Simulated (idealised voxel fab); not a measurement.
Documented hereafter: the process module known as voxel released beams.
Section shown: cut. Width: 235 nm. Cell size: 5 nm, square.
Cross-section = grid of square cells, listed top down in bands; band = one or more rows. Look at the band entry: it leads with the top's height and the bottom's height in nm. Then it lists the materials left to right, with a width in nm for each. The word "throughout" on a single material says that material fills the band edge to edge. The word "blank" is empty space. Where do heights start? At 0: under that level the wafer as delivered is made of one material only. And the lowest band has no floor; it just carries on downward, as in "0 -> down". Top row gets the first number, bottom row gets the second, and each row in between changes by the same step: that is how a band width like "30..40" works. Given "stayed the same" for a step, no cell of the cross-section differs between before and after that step. Entry "Closed void inventory". Content: empty spaces with no open connection to the top, size 8 cells or greater. Each: width x height at distance. Distance: from left edge. Unit: nm. Formally, on a step line, whatever follows the settings is a remark that the simulator itself makes on the step. Steps that use a mask can have "overlay nm" on their line. It says how far the mask sat to the right of where it was meant to be. Negative means to the left.
Process steps foreseen in the plan
1. RECEIVE with material Si
2. CONFORMAL_DEP with material Al2O3, thk nm 10
3. DIRECTIONAL_DEP with material SiO2, thk nm 15
4. MASKED_ETCH with tone open, mask id ANCHOR, width nm 30, etch materials SiO2, depth nm 15, overlay nm 0
5. CONFORMAL_DEP with material polySi, thk nm 10
6. MASKED_ETCH with tone cover, mask id BEAM, width nm 100, etch materials polySi, depth nm 10, overlay nm 0
7. STRIP with etch materials SiO2
So this is the incoming wafer in cross-section - it's already been through step 1
* 0 -> down = Si throughout
* Closed void inventory: none
The following cross-section depicts the wafer upon conclusion of the module. Processing commenced from the starting condition illustrated above and adhered to the plan illustrated above, save for one mistake in execution
* 40 -> 30 = blank 65 nm  polySi 100 nm  blank 70 nm
* 30 -> 25 = polySi throughout
* 25 -> 10 = SiO2 70 nm  polySi 30 nm  SiO2 135 nm
* 10 -> 0 = Al2O3 throughout
* 0 -> down = Si throughout
* Closed void inventory: none
Which mistake was made when the wafer was run? step 5 was not run as planned; what actually ran was CONFORMAL_DEP with material polySi, thk nm 15
